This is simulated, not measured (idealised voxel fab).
You're looking at the process module voxel released beams.
The figure presents cross-section cut, which has a width of 265 nm and is divided into square cells with an edge length of 5 nm.
Just so we're on the same page, the cross-sections are grids of square cells, and they're listed out in bands top to bottom, each band one or more rows deep.
Basically the band line says how high the top is and how high the bottom is, in nm, and then what's in it from left to right, every material with its width in nm. Empty space shows up as "empty", and if a single material carries "edge to edge" it runs the full band edge to edge.
Counting heights begins at 0, where everything beneath is, in the wafer as received, one material. The lowest band has no bottom; it goes on downwards, as "0 down" shows.
The notation "30->40" denotes a width that varies across the rows of cells in the band, beginning at the first number in the top row, finishing at the second number in the bottom row, and changing by an identical amount from each row to the next.
Basically "same as before" means that step didn't change any cell in the cross-section.
Each empty space that has no open way to the top and spans at least 8 cells appears under "Unvented internal voids" as width x height at distance, the distance counted from the left edge, all in nm.
On each step's line, the part that comes after the settings is the simulator's own comment on the step.
A step's line can hold "overlay nm"; with a mask on that step, the setting says how far right of the planned place the mask lay, while a negative setting says it lay to the left.

**Listed below are the process steps as planned**
step 1: RECEIVE,material Si
step 2: CONFORMAL_DEP,material SiN,thk nm 5
step 3: DIRECTIONAL_DEP,material SiO2,thk nm 20
step 4: DIRECTIONAL_DEP,material aC,thk nm 15
step 5: PATTERN,tone open,mask id ANCHOR,material resist,width nm 45,thk nm 35,overlay nm 0
step 6: DIRECTIONAL_ETCH,etch materials aC,depth nm 15
step 7: STRIP,etch materials resist
step 8: DIRECTIONAL_ETCH,etch materials SiO2,depth nm 20
step 9: STRIP,etch materials aC
step 10: CONFORMAL_DEP,material W,thk nm 15
step 11: DIRECTIONAL_DEP,material aC,thk nm 10
step 12: PATTERN,tone cover,mask id BEAM,material resist,width nm 95,thk nm 30,overlay nm 0
step 13: DIRECTIONAL_ETCH,etch materials aC,depth nm 10
step 14: STRIP,etch materials resist
step 15: DIRECTIONAL_ETCH,etch materials W,depth nm 15
step 16: STRIP,etch materials aC
step 17: STRIP,etch materials SiO2

**Delivered wafer in cross-section: state after step 1**
- 0 down: Si edge to edge
- Unvented internal voids: none

**Cross-section: first of two wafers, module finished, run according to plan**
- 40 to 25: empty (80) / W (20) / empty (15) / W (60) / empty (90)
- 25 to 20: empty (85) / W (15) / empty (15) / W (15) / empty (135)
- 20 to 5: empty (85) / W (45) / empty (135)
- 5 to 0: SiN edge to edge
- 0 down: Si edge to edge
- Unvented internal voids: none

**Second wafer cross-section at end of module - shared start and plan with the first, one mistake in the run**
- 40 to 25: empty (80) / W (95) / empty (90)
- 25 to 0: SiN edge to edge
- 0 down: Si edge to edge
- Unvented internal voids: none
Run error: heads up, step 3 didn't go per plan, it actually ran as DIRECTIONAL_DEP,material SiN,thk nm 20
End of process, cell counts, second wafer against first, materials with more or fewer: SiN +212, W -24
